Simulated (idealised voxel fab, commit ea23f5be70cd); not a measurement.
The following is a process module called voxel spacer lines.
cross-section cut | 240 nm wide | cells 5 nm
Reading order for cross-sections: top band down to bottom band. Underlying form: a grid of square cells. Band size: one or more rows of cells.
Top height, bottom height, nm. Materials left to right, width each, nm. Single material + "throughout" = fills band edge to edge. "empty" = empty.
Counting heights begins at 0, where everything beneath is, in the wafer as received, one material. The lowest band has no bottom; it goes on downwards, as "z 0 and below" shows.
A two-number width, for instance "30 to 40", indicates that the width is equal to the first number in the top row of the band and to the second number in the bottom row, and that it changes by a constant amount per row of cells.
A step reported as "nothing was modified" is a step in which no cell of the cross-section changed.
"Closed void table" means: voids of 8 cells or more that are shut off from the top with no open way through. Written width x height at distance, distance from the left edge, in nm.
Anything after a step's settings on that line? It's the simulator's own note about the step.
On any step carrying a mask, the "overlay nm" setting, if present on the step's line, tells how far right of its planned place the mask lay; negative values point to the left.

These are the steps we planned for the process
step 1: RECEIVE, material Si
step 2: CONFORMAL_DEP, material SiO2, thk nm 5
step 3: DIRECTIONAL_DEP, material TiN, thk nm 20
step 4: DIRECTIONAL_DEP, material aC, thk nm 20
step 5: PATTERN, tone cover, mask id MANDREL, material resist, width nm 20, pitch nm 70, thk nm 30, overlay nm -15
step 6: DIRECTIONAL_ETCH, etch materials aC, depth nm 20
step 7: STRIP, etch materials resist
step 8: CONFORMAL_DEP, material SiN, thk nm 15
step 9: DIRECTIONAL_ETCH, etch materials SiN, depth nm 15
step 10: STRIP, etch materials aC
step 11: DIRECTIONAL_ETCH, etch materials TiN, depth nm 20
step 12: STRIP, etch materials SiN
step 13: FILL_DEP, material SiO2, thk nm 5
step 14: CMP, height nm 25
For clarity, it should be stated that the wafers under discussion commence in an identical condition and differ with respect to the overlay nm of step 5, the plan indicating the value that the first wafer had.

Cross-section: the first of several wafers in its as-received state, i.e. following step 1
> z 0 and below: Si throughout
> Closed void table: none

Wafer rows, end of module: cells per material gained (+) or lost (-) since receipt; closed voids last
overlay nm -15 | +192 SiO2 | +48 TiN | Closed void table: none
overlay nm -10 | +192 SiO2 | +48 TiN | Closed void table: none
overlay nm -5 | +192 SiO2 | +48 TiN | Closed void table: none
overlay nm 0 | +192 SiO2 | +48 TiN | Closed void table: none
overlay nm 5 | +192 SiO2 | +48 TiN | Closed void table: none
overlay nm 10 | +192 SiO2 | +48 TiN | Closed void table: none
overlay nm 15 | +192 SiO2 | +48 TiN | Closed void table: none
